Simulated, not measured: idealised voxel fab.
The following is a process module called voxel released beams.
Each square cell in cross-section cut measures 5 nm, and the section as a whole is 270 nm wide.
In this document a cross-section is written as a grid of square cells. It is given as a series of bands, listed from the top down, and a band is one or more rows of cells.
Heights first: top, then bottom, in nm. Then materials, left to right, each with a width in nm. "edge to edge" on a single material: fills the band edge to edge. "blank": empty space.
Height reference: 0 = level under which incoming wafer is all one material. Lowest band: no bottom, runs on downward, e.g. "0 down".
A width given as "30..40" starts at the first number in the band's top row and ends at the second number in its bottom row, shifting by an equal amount at every step from row to row.
"nothing got changed" means the step left every cell of the cross-section as it was.
Reported under the label "Catalogued sealed voids" are the empty spaces having no open way to the top and comprising 8 cells or more; the notation for each is width x height at distance, in which the distance is measured from the left edge and all three values are in nm.
Text after the settings on a step's line: the simulator's own remark on that step.
Regarding "overlay nm": on a step with a mask, it is the distance the mask lay to the right of its planned place; a negative value places it to the left.
Process steps (planned):
1. RECEIVE | material Si
2. CONFORMAL_DEP | material Al2O3 | thk nm 10
3. DIRECTIONAL_DEP | material SiO2 | thk nm 15
4. MASKED_ETCH | tone open | mask id ANCHOR | width nm 30 | etch materials SiO2 | depth nm 15 | overlay nm 0
5. CONFORMAL_DEP | material polySi | thk nm 10
6. MASKED_ETCH | tone cover | mask id BEAM | width nm 115 | etch materials polySi | depth nm 10 | overlay nm 0
7. STRIP | etch materials SiO2
Cross-section of the wafer as it came to us, i.e., already through step 1:
	0 down | Si edge to edge
	Catalogued sealed voids: none
Result of the module, cross-sectioned: start per above, plan per above, one error in how it was run:
	35 to 25 | blank 75 nm / polySi 45 nm / blank 150 nm
	25 to 20 | blank 70 nm / polySi 10 nm / SiO2 30 nm / polySi 10 nm / blank 150 nm
	20 to 10 | blank 70 nm / polySi 10 nm / SiO2 30 nm / polySi 80 nm / blank 80 nm
	10 to 0 | Al2O3 edge to edge
	0 down | Si edge to edge
	Catalogued sealed voids: none
what went wrong: step 4: run off-plan, actual operation and settings MASKED_ETCH | tone cover | mask id ANCHOR | width nm 30 | etch materials SiO2 | depth nm 15 | overlay nm 0
